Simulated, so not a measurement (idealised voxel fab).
Proc. module: voxel transistor to metal
Pictured: cross-section cut, 155 nm wide, on a grid of 5 nm square cells.
Think of the cross-section as a grid of square cells. We describe it in bands, top to bottom, and each band covers one or more rows of those cells. For a band, the entry starts with two heights in nm, that of the top and then that of the bottom, and carries on with the band's materials in order from left to right, each alongside its width in nm; the word "everywhere" beside a single material means it fills the band edge to edge, and "empty" means empty space. All heights in this document are referenced to 0, defined as the level beneath which the wafer, as received, consists entirely of one material. The lowest band is not bounded below; it extends indefinitely downward and is written in the form "0 nm and below". Per-row width for "30 to 40": begins at first number (top row of band), ends at second number (bottom row), increment between rows held constant. No cell of the cross-section changed in a step that is given as "no alterations made". For the entry "Unvented cavities", the listed items are empty spaces with no open way to the top whose size is 8 cells or more; each item follows the pattern width x height at distance, where distance is from the left edge and all three are in nm. Text after the settings on a step's line: the simulator's own remark on that step. overlay nm: mask offset rightward from planned place, masked step; negative means leftward offset.
### Steps planned for the process
1,RECEIVE: material Si
2,CONFORMAL_DEP: material SiO2, thk nm 5
3,CONFORMAL_DEP: material SiN, thk nm 15
4,PATTERN: tone cover, mask id ACTIVE, material resist, width nm 105, thk nm 15, overlay nm 0
5,DIRECTIONAL_ETCH: etch materials SiN, depth nm 15
6,DIRECTIONAL_ETCH: etch materials SiO2, depth nm 5
7,DIRECTIONAL_ETCH: etch materials Si, depth nm 20
8,STRIP: etch materials resist
9,OXIDIZE: depth nm 5
10,FILL_DEP: material SiO2, thk nm 15
11,CMP: height nm 20
12,SELECTIVE_ETCH: etch materials SiO2, depth nm 15
13,STRIP: etch materials SiN
14,SELECTIVE_ETCH: etch materials SiO2, depth nm 5
15,OXIDIZE: depth nm 5
16,DIRECTIONAL_DEP: material polySi, thk nm 30
17,DIRECTIONAL_DEP: material SiCN, thk nm 10
18,DIRECTIONAL_DEP: material aC, thk nm 10
19,PATTERN: tone cover, mask id GATE, material resist, width nm 25, thk nm 30, overlay nm 0
20,DIRECTIONAL_ETCH: etch materials aC, depth nm 10
21,STRIP: etch materials resist
22,DIRECTIONAL_ETCH: etch materials SiCN, depth nm 20
23,DIRECTIONAL_ETCH: etch materials polySi, depth nm 40
24,STRIP: etch materials aC
25,CONFORMAL_DEP: material SiO2, thk nm 5
26,DIRECTIONAL_ETCH: etch materials SiO2, depth nm 5
27,CONFORMAL_DEP: material SiN, thk nm 10
28,DIRECTIONAL_ETCH: etch materials SiN, depth nm 10
29,DIRECTIONAL_ETCH: etch materials SiO2, depth nm 5
30,DIRECTIONAL_ETCH: etch materials Si, depth nm 15
31,EPI: material nSi, thk nm 15
32,FILL_DEP: material SiO2, thk nm 10
33,CMP: height nm 40
34,DIRECTIONAL_DEP: material SiO2, thk nm 15
35,PATTERN: tone open, mask id CONTACT, material resist, width nm 30, pitch nm 65, thk nm 20, overlay nm 0
36,DIRECTIONAL_ETCH: etch materials SiO2, depth nm 60
37,STRIP: etch materials resist
38,CONFORMAL_DEP: material TiN, thk nm 5
39,FILL_DEP: material Ru, thk nm 5
40,CMP: height nm 55
41,CONFORMAL_DEP: material SiCN, thk nm 5
42,DIRECTIONAL_DEP: material SiO2, thk nm 25
43,MASKED_ETCH: tone open, mask id METAL_1, width nm 20, pitch nm 75, etch materials SiO2, depth nm 25, overlay nm 0
44,MASKED_ETCH: tone open, mask id METAL_1, width nm 15, pitch nm 75, etch materials SiCN, depth nm 5, overlay nm 0
45,CONFORMAL_DEP: material TiN, thk nm 5
46,FILL_DEP: material Cu, thk nm 5
47,CMP: height nm 85
48,CONFORMAL_DEP: material SiN, thk nm 5
Quick note for whoever runs this: the wafers start identical, but the width nm at step 44 isn't the same across them. The plan just shows what the first wafer had.
### First wafer of several, as received: cross-section after step 1
- 0 nm and below  Si everywhere
- Unvented cavities: none
### Cross-sectional representation of the first of several wafers at the end of the module, i.e. after its terminal step, step 48
- 90 nm to 85 nm  SiN everywhere
- 85 nm to 65 nm  30 SiO2; 5 TiN; 10 Cu; 5 TiN; 55 SiO2; 5 TiN; 10 Cu; 5 TiN; 30 SiO2
- 65 nm to 60 nm  30 SiO2; 10 TiN; 5 Cu; 5 TiN; 55 SiO2; 10 TiN; 5 Cu; 5 TiN; 30 SiO2
- 60 nm to 55 nm  35 SiCN; 15 TiN; 60 SiCN; 15 TiN; 30 SiCN
- 55 nm to 45 nm  30 SiO2; 5 TiN; 20 Ru; 5 TiN; 35 SiO2; 5 TiN; 20 Ru; 5 TiN; 30 SiO2
- 45 nm to 40 nm  30 SiO2; 5 TiN; 10 Ru; 15 TiN; 35 SiO2; 15 TiN; 10 Ru; 5 TiN; 30 SiO2
- 40 nm to 30 nm  30 SiO2; 5 TiN; 10 Ru; 5 TiN; 10 SiN; 5 SiO2; 25 SiCN; 5 SiO2; 10 SiN; 5 TiN; 10 Ru; 5 TiN; 30 SiO2
- 30 nm to 15 nm  30 SiO2; 5 TiN; 10 Ru; 5 TiN; 10 SiN; 5 SiO2; 25 polySi; 5 SiO2; 10 SiN; 5 TiN; 10 Ru; 5 TiN; 30 SiO2
- 15 nm to 10 nm  30 SiO2; 20 TiN; 10 SiN; 5 SiO2; 25 polySi; 5 SiO2; 10 SiN; 20 TiN; 30 SiO2
- 10 nm to 0 nm  30 SiO2; 5 TiN; 15 nSi; 10 SiN; 5 SiO2; 25 polySi; 5 SiO2; 10 SiN; 15 nSi; 5 TiN; 30 SiO2
- 0 nm to -5 nm  30 SiO2; 5 TiN; 15 nSi; 55 SiO2; 15 nSi; 5 TiN; 30 SiO2
- -5 nm to -20 nm  30 SiO2; 20 nSi; 55 Si; 20 nSi; 30 SiO2
- -20 nm to -25 nm  30 SiO2; 95 Si; 30 SiO2
- -25 nm and below  Si everywhere
- Unvented cavities: none
### Cross-section at module completion, last wafer
- 90 nm to 85 nm  SiN everywhere
- 85 nm to 60 nm  30 SiO2; 5 TiN; 10 Cu; 5 TiN; 55 SiO2; 5 TiN; 10 Cu; 5 TiN; 30 SiO2
- 60 nm to 55 nm  30 SiCN; 20 TiN; 55 SiCN; 20 TiN; 30 SiCN
- 55 nm to 45 nm  30 SiO2; 5 TiN; 20 Ru; 5 TiN; 35 SiO2; 5 TiN; 20 Ru; 5 TiN; 30 SiO2
- 45 nm to 40 nm  30 SiO2; 5 TiN; 10 Ru; 15 TiN; 35 SiO2; 15 TiN; 10 Ru; 5 TiN; 30 SiO2
- 40 nm to 30 nm  30 SiO2; 5 TiN; 10 Ru; 5 TiN; 10 SiN; 5 SiO2; 25 SiCN; 5 SiO2; 10 SiN; 5 TiN; 10 Ru; 5 TiN; 30 SiO2
- 30 nm to 15 nm  30 SiO2; 5 TiN; 10 Ru; 5 TiN; 10 SiN; 5 SiO2; 25 polySi; 5 SiO2; 10 SiN; 5 TiN; 10 Ru; 5 TiN; 30 SiO2
- 15 nm to 10 nm  30 SiO2; 20 TiN; 10 SiN; 5 SiO2; 25 polySi; 5 SiO2; 10 SiN; 20 TiN; 30 SiO2
- 10 nm to 0 nm  30 SiO2; 5 TiN; 15 nSi; 10 SiN; 5 SiO2; 25 polySi; 5 SiO2; 10 SiN; 15 nSi; 5 TiN; 30 SiO2
- 0 nm to -5 nm  30 SiO2; 5 TiN; 15 nSi; 55 SiO2; 15 nSi; 5 TiN; 30 SiO2
- -5 nm to -20 nm  30 SiO2; 20 nSi; 55 Si; 20 nSi; 30 SiO2
- -20 nm to -25 nm  30 SiO2; 95 Si; 30 SiO2
- -25 nm and below  Si everywhere
- Unvented cavities: none
### Gained (+) or lost (-) cells of each material since receipt, then closed voids: one row per wafer, at the end of the module
width nm 15; +18 Cu; +40 Ru; -103 Si; +35 SiCN; +63 SiN; +355 SiO2; +78 TiN; +42 nSi; +30 polySi; Unvented cavities: none
width nm 20; +20 Cu; +40 Ru; -103 Si; +33 SiCN; +63 SiN; +355 SiO2; +78 TiN; +42 nSi; +30 polySi; Unvented cavities: none
width nm 25; +20 Cu; +40 Ru; -103 Si; +33 SiCN; +63 SiN; +355 SiO2; +78 TiN; +42 nSi; +30 polySi; Unvented cavities: none
width nm 30; +20 Cu; +40 Ru; -103 Si; +33 SiCN; +63 SiN; +355 SiO2; +78 TiN; +42 nSi; +30 polySi; Unvented cavities: none
width nm 35; +20 Cu; +40 Ru; -103 Si; +33 SiCN; +63 SiN; +355 SiO2; +78 TiN; +42 nSi; +30 polySi; Unvented cavities: none
